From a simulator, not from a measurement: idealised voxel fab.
Name of the process module below: voxel transistor to metal
Pictured: cross-section cut, 190 nm wide, on a grid of 5 nm square cells.
When this document writes out a cross-section, it uses a grid of square cells and lists it as bands, beginning at the top and moving down, with a band standing for one or more rows of cells.
The entry gives the band's vertical extent as a top height and a bottom height in nm, then its horizontal make-up as materials from left to right, each with a width in nm. "empty" stands for empty space; a single material marked "throughout" fills the band edge to edge.
The level at which height equals 0 is the one under which the wafer, as it arrives, is entirely one material. No lower edge exists for the bottom band, which continues downward and is notated as in "0 down".
The two numbers in a width such as "30..40" mark its ends across the band: the first belongs to the top row of cells, the second to the bottom row, and from each row to the next the width moves by the same amount.
It should be understood that the words "everything unchanged", when stated for a given step, signify that the cross-section underwent no change in any of its cells during that step.
This entry, "Entrapped void list", enumerates those empty regions of no fewer than 8 cells that possess no open connection to the top. Each region is reported in the form width x height at distance, the distance being taken from the left edge, with all three quantities expressed in nm.
Text after the settings on a step's line: the simulator's own remark on that step.
overlay nm: step with mask; distance mask lay right of planned place; negative value = left of planned place.

Process steps (planned)
1 RECEIVE (material Si)
2 OXIDIZE (depth nm 5)
3 CONFORMAL_DEP (material SiN; thk nm 15)
4 MASKED_ETCH (tone cover; mask id ACTIVE; width nm 95; etch materials SiN; depth nm 15; overlay nm 0)
5 MASKED_ETCH (tone cover; mask id ACTIVE; width nm 95; etch materials SiO2; depth nm 5; overlay nm 0)
6 MASKED_ETCH (tone cover; mask id ACTIVE; width nm 95; etch materials Si; depth nm 20; overlay nm 0)
7 OXIDIZE (depth nm 5)
8 FILL_DEP (material SiO2; thk nm 5)
9 CMP (height nm 15)
10 SELECTIVE_ETCH (etch materials SiO2; depth nm 15)
11 STRIP (etch materials SiN)
12 SELECTIVE_ETCH (etch materials SiO2; depth nm 5)
13 OXIDIZE (depth nm 5)
14 DIRECTIONAL_DEP (material polySi; thk nm 25)
15 DIRECTIONAL_DEP (material SiCN; thk nm 15)
16 PATTERN (tone cover; mask id GATE; material resist; width nm 15; thk nm 15; overlay nm 0)
17 DIRECTIONAL_ETCH (etch materials SiCN; depth nm 25)
18 DIRECTIONAL_ETCH (etch materials polySi; depth nm 35)
19 STRIP (etch materials resist)
20 CONFORMAL_DEP (material SiO2; thk nm 5)
21 DIRECTIONAL_ETCH (etch materials SiO2; depth nm 5)
22 CONFORMAL_DEP (material SiN; thk nm 5)
23 DIRECTIONAL_ETCH (etch materials SiN; depth nm 5)
24 DIRECTIONAL_ETCH (etch materials SiO2; depth nm 5)
25 DIRECTIONAL_ETCH (etch materials Si; depth nm 15)
26 EPI (material SiGe; thk nm 15)
27 FILL_DEP (material SiO2; thk nm 5)
28 CMP (height nm 35)
29 DIRECTIONAL_DEP (material SiO2; thk nm 10)
30 DIRECTIONAL_DEP (material aC; thk nm 15)
31 PATTERN (tone open; mask id CONTACT; material resist; width nm 25; pitch nm 50; thk nm 35; overlay nm 0)
32 DIRECTIONAL_ETCH (etch materials aC; depth nm 15)
33 STRIP (etch materials resist)
34 DIRECTIONAL_ETCH (etch materials SiO2; depth nm 55)
35 STRIP (etch materials aC)
36 CONFORMAL_DEP (material TiN; thk nm 5)
37 FILL_DEP (material Ru; thk nm 5)
38 CMP (height nm 45)
39 CONFORMAL_DEP (material SiN; thk nm 5)
40 DIRECTIONAL_DEP (material lowk; thk nm 20)
41 PATTERN (tone open; mask id METAL_1; material resist; width nm 15; pitch nm 60; thk nm 15; overlay nm 0)
42 DIRECTIONAL_ETCH (etch materials lowk; depth nm 20)
43 DIRECTIONAL_ETCH (etch materials SiN; depth nm 5)
44 STRIP (etch materials resist)
45 CONFORMAL_DEP (material TiN; thk nm 5)
46 FILL_DEP (material Cu; thk nm 10)
47 CMP (height nm 70)
48 CONFORMAL_DEP (material SiN; thk nm 5)

Cross-section of the incoming wafer, state after step 1
> 0 down = Si throughout
> Entrapped void list: none

Final wafer profile in cross-section after the module, from the same start and plan as above, with one mistake made during processing
> 75 to 70 = SiN throughout
> 70 to 50 = 55 nm lowk, 5 nm TiN, 5 nm Cu, 5 nm TiN, 45 nm lowk, 5 nm TiN, 5 nm Cu, 5 nm TiN, 60 nm lowk
> 50 to 45 = 55 nm SiN, 15 nm TiN, 45 nm SiN, 15 nm TiN, 60 nm SiN
> 45 to 40 = 60 nm TiN, 15 nm Ru, 35 nm TiN, 15 nm Ru, 65 nm TiN
> 40 to 30 = 55 nm SiO2, 5 nm TiN, 15..10 nm Ru, 5..10 nm TiN, 25 nm SiO2, 5..10 nm TiN, 15..10 nm Ru, 5 nm TiN, 60 nm SiO2
> 30 to 20 = 55 nm SiO2, 5 nm TiN, 10 nm Ru, 5 nm TiN, 5 nm SiN, 5 nm SiO2, 15 nm SiCN, 5 nm SiO2, 5 nm SiN, 5 nm TiN, 10 nm Ru, 5 nm TiN, 60 nm SiO2
> 20 to 10 = 55 nm SiO2, 5 nm TiN, 10 nm Ru, 5 nm TiN, 5 nm SiN, 5 nm SiO2, 15 nm polySi, 5 nm SiO2, 5 nm SiN, 5 nm TiN, 10 nm Ru, 5 nm TiN, 60 nm SiO2
> 10 to 5 = 55 nm SiO2, 20 nm TiN, 5 nm SiN, 5 nm SiO2, 15 nm polySi, 5 nm SiO2, 5 nm SiN, 20 nm TiN, 60 nm SiO2
> 5 to -5 = 55 nm SiO2, 5 nm TiN, 15 nm SiGe, 5 nm SiN, 5 nm SiO2, 15 nm polySi, 5 nm SiO2, 5 nm SiN, 15 nm SiGe, 5 nm TiN, 60 nm SiO2
> -5 to -10 = 55 nm SiO2, 5 nm TiN, 15 nm SiGe, 35 nm SiO2, 15 nm SiGe, 5 nm TiN, 60 nm SiO2
> -10 to -25 = 50 nm SiO2, 25 nm SiGe, 35 nm Si, 25 nm SiGe, 55 nm SiO2
> -25 to -30 = 50 nm SiO2, 85 nm Si, 55 nm SiO2
> -30 down = Si throughout
> Entrapped void list: none
The plan and the run diverged here: note that step 28 departed from the planned setting and was carried out as CMP (height nm 30)
